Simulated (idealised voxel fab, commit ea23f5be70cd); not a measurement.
This section sets out a process module, namely voxel trench capacitor.
Cross-section cut spans 230 nm and uses square cells 5 nm in size.
This document writes a cross-section as a grid whose cells are square, and gives it as bands, listed from the top down; one or more rows of cells form a band. Per band: top height and bottom height in nm, followed by the left-to-right materials and their widths in nm; "everywhere" marks a single material spanning edge to edge, "blank" marks empty space. Height 0 is the level under which the wafer as received is all one material. The lowest band goes on downwards, as in "top 0, no bottom". The width entry "30->40" should be interpreted row by row: the top row of cells in the band takes the first number, the bottom row takes the second number, and the change between adjacent rows is uniform throughout. It should be understood that the words "nothing was modified", when stated for a given step, signify that the cross-section underwent no change in any of its cells during that step. "Sealed-off cavities" - sealed voids, min. 8 cells, no opening to top; format: width x height at distance (distance from left edge; nm throughout). On each step's line, the part that comes after the settings is the simulator's own comment on the step. The optional step-line setting "overlay nm" applies to steps with a mask and quantifies how far to the right of its planned location the mask lay, a negative value indicating leftward placement.
INTENDED PROCESS STEPS
1) RECEIVE | material Si
2) CONFORMAL_DEP | material SiN | thk nm 10
3) MASKED_ETCH | tone open | mask id TRENCH | width nm 20 | pitch nm 45 | etch materials SiN | depth nm 10 | overlay nm 0
4) MASKED_ETCH | tone open | mask id TRENCH | width nm 20 | pitch nm 45 | etch materials Si | depth nm 25 | overlay nm 0
5) CONFORMAL_DEP | material SiO2 | thk nm 5
6) FILL_DEP | material polySi | thk nm 10
7) CMP | height nm 10
FIRST OF THE TWO WAFERS, RUN PER PLAN
CROSS-SECTION OF THE WAFER AT RECEIPT, WHICH IS THE CONDITION AFTER STEP 1
> top 0, no bottom  Si everywhere
> Sealed-off cavities: none
THE FOLLOWING CROSS-SECTION DEPICTS THE WAFER UPON COMPLETION OF STEP 2
> top 10, bottom 0  SiN everywhere
> Beneath the level 0, the cross-section is identical to its previous state.
THE FOLLOWING CROSS-SECTION DEPICTS THE WAFER UPON COMPLETION OF STEP 3
> top 10, bottom 0  60 nm SiN; 20 nm blank; 25 nm SiN; 20 nm blank; 25 nm SiN; 20 nm blank; 60 nm SiN
> Beneath the level 0, the cross-section is identical to its previous state.
THE FOLLOWING CROSS-SECTION DEPICTS THE WAFER UPON COMPLETION OF STEP 4
> top 10, bottom 0  60 nm SiN; 20 nm blank; 25 nm SiN; 20 nm blank; 25 nm SiN; 20 nm blank; 60 nm SiN
> top 0, bottom -25  60 nm Si; 20 nm blank; 25 nm Si; 20 nm blank; 25 nm Si; 20 nm blank; 60 nm Si
> Beneath the level -25, the cross-section is identical to its previous state.
THE FOLLOWING CROSS-SECTION DEPICTS THE WAFER UPON COMPLETION OF STEP 5
> top 15, bottom 10  65 nm SiO2; 10 nm blank; 35 nm SiO2; 10 nm blank; 35 nm SiO2; 10 nm blank; 65 nm SiO2
> top 10, bottom 0  60 nm SiN; 5 nm SiO2; 10 nm blank; 5 nm SiO2; 25 nm SiN; 5 nm SiO2; 10 nm blank; 5 nm SiO2; 25 nm SiN; 5 nm SiO2; 10 nm blank; 5 nm SiO2; 60 nm SiN
> top 0, bottom -20  60 nm Si; 5 nm SiO2; 10 nm blank; 5 nm SiO2; 25 nm Si; 5 nm SiO2; 10 nm blank; 5 nm SiO2; 25 nm Si; 5 nm SiO2; 10 nm blank; 5 nm SiO2; 60 nm Si
> top -20, bottom -25  60 nm Si; 20 nm SiO2; 25 nm Si; 20 nm SiO2; 25 nm Si; 20 nm SiO2; 60 nm Si
> Beneath the level -25, the cross-section is identical to its previous state.
THE FOLLOWING CROSS-SECTION DEPICTS THE WAFER UPON COMPLETION OF STEP 6
> top 25, bottom 15  polySi everywhere
> top 15, bottom 10  65 nm SiO2; 10 nm polySi; 35 nm SiO2; 10 nm polySi; 35 nm SiO2; 10 nm polySi; 65 nm SiO2
> top 10, bottom 0  60 nm SiN; 5 nm SiO2; 10 nm polySi; 5 nm SiO2; 25 nm SiN; 5 nm SiO2; 10 nm polySi; 5 nm SiO2; 25 nm SiN; 5 nm SiO2; 10 nm polySi; 5 nm SiO2; 60 nm SiN
> top 0, bottom -20  60 nm Si; 5 nm SiO2; 10 nm polySi; 5 nm SiO2; 25 nm Si; 5 nm SiO2; 10 nm polySi; 5 nm SiO2; 25 nm Si; 5 nm SiO2; 10 nm polySi; 5 nm SiO2; 60 nm Si
> Beneath the level -20, the cross-section is identical to its previous state.
THE FOLLOWING CROSS-SECTION DEPICTS THE WAFER UPON COMPLETION OF STEP 7
> top 10, bottom 0  60 nm SiN; 5 nm SiO2; 10 nm polySi; 5 nm SiO2; 25 nm SiN; 5 nm SiO2; 10 nm polySi; 5 nm SiO2; 25 nm SiN; 5 nm SiO2; 10 nm polySi; 5 nm SiO2; 60 nm SiN
> Beneath the level 0, the cross-section is identical to its previous state.
SECOND OF TWO: SAME START, SAME PLAN, ONE RUN ERROR; STEPS UP TO AND INCLUDING 3 MATCH THE FIRST
CROSS-SECTION OF THE SECOND WAFER AT THE TIME STEP 4 OF THE PLAN SHOULD HAVE ENDED
> top 10, bottom 0  60 nm SiN; 20 nm blank; 25 nm SiN; 20 nm blank; 25 nm SiN; 20 nm blank; 60 nm SiN
> top 0, bottom -50  60 nm Si; 20 nm blank; 25 nm Si; 20 nm blank; 25 nm Si; 20 nm blank; 60 nm Si
> Beneath the level -50, the cross-section is identical to its previous state.
CROSS-SECTION OF THE SECOND WAFER AT THE TIME STEP 5 OF THE PLAN SHOULD HAVE ENDED
> top 15, bottom 10  65 nm SiO2; 10 nm blank; 35 nm SiO2; 10 nm blank; 35 nm SiO2; 10 nm blank; 65 nm SiO2
> top 10, bottom 0  60 nm SiN; 5 nm SiO2; 10 nm blank; 5 nm SiO2; 25 nm SiN; 5 nm SiO2; 10 nm blank; 5 nm SiO2; 25 nm SiN; 5 nm SiO2; 10 nm blank; 5 nm SiO2; 60 nm SiN
> top 0, bottom -45  60 nm Si; 5 nm SiO2; 10 nm blank; 5 nm SiO2; 25 nm Si; 5 nm SiO2; 10 nm blank; 5 nm SiO2; 25 nm Si; 5 nm SiO2; 10 nm blank; 5 nm SiO2; 60 nm Si
> top -45, bottom -50  60 nm Si; 20 nm SiO2; 25 nm Si; 20 nm SiO2; 25 nm Si; 20 nm SiO2; 60 nm Si
> Beneath the level -50, the cross-section is identical to its previous state.
CROSS-SECTION OF THE SECOND WAFER AT THE TIME STEP 6 OF THE PLAN SHOULD HAVE ENDED
> top 25, bottom 15  polySi everywhere
> top 15, bottom 10  65 nm SiO2; 10 nm polySi; 35 nm SiO2; 10 nm polySi; 35 nm SiO2; 10 nm polySi; 65 nm SiO2
> top 10, bottom 0  60 nm SiN; 5 nm SiO2; 10 nm polySi; 5 nm SiO2; 25 nm SiN; 5 nm SiO2; 10 nm polySi; 5 nm SiO2; 25 nm SiN; 5 nm SiO2; 10 nm polySi; 5 nm SiO2; 60 nm SiN
> top 0, bottom -45  60 nm Si; 5 nm SiO2; 10 nm polySi; 5 nm SiO2; 25 nm Si; 5 nm SiO2; 10 nm polySi; 5 nm SiO2; 25 nm Si; 5 nm SiO2; 10 nm polySi; 5 nm SiO2; 60 nm Si
> Beneath the level -45, the cross-section is identical to its previous state.
CROSS-SECTION OF THE SECOND WAFER AT THE TIME STEP 7 OF THE PLAN SHOULD HAVE ENDED
> top 10, bottom 0  60 nm SiN; 5 nm SiO2; 10 nm polySi; 5 nm SiO2; 25 nm SiN; 5 nm SiO2; 10 nm polySi; 5 nm SiO2; 25 nm SiN; 5 nm SiO2; 10 nm polySi; 5 nm SiO2; 60 nm SiN
> Beneath the level 0, the cross-section is identical to its previous state.
Short version of what went wrong: plan step 4 was twice executed
Looking at both finished wafers in cells, the second ends up ahead of or behind the first on some materials: 60 fewer of Si; 30 more of SiO2; 30 more of polySi
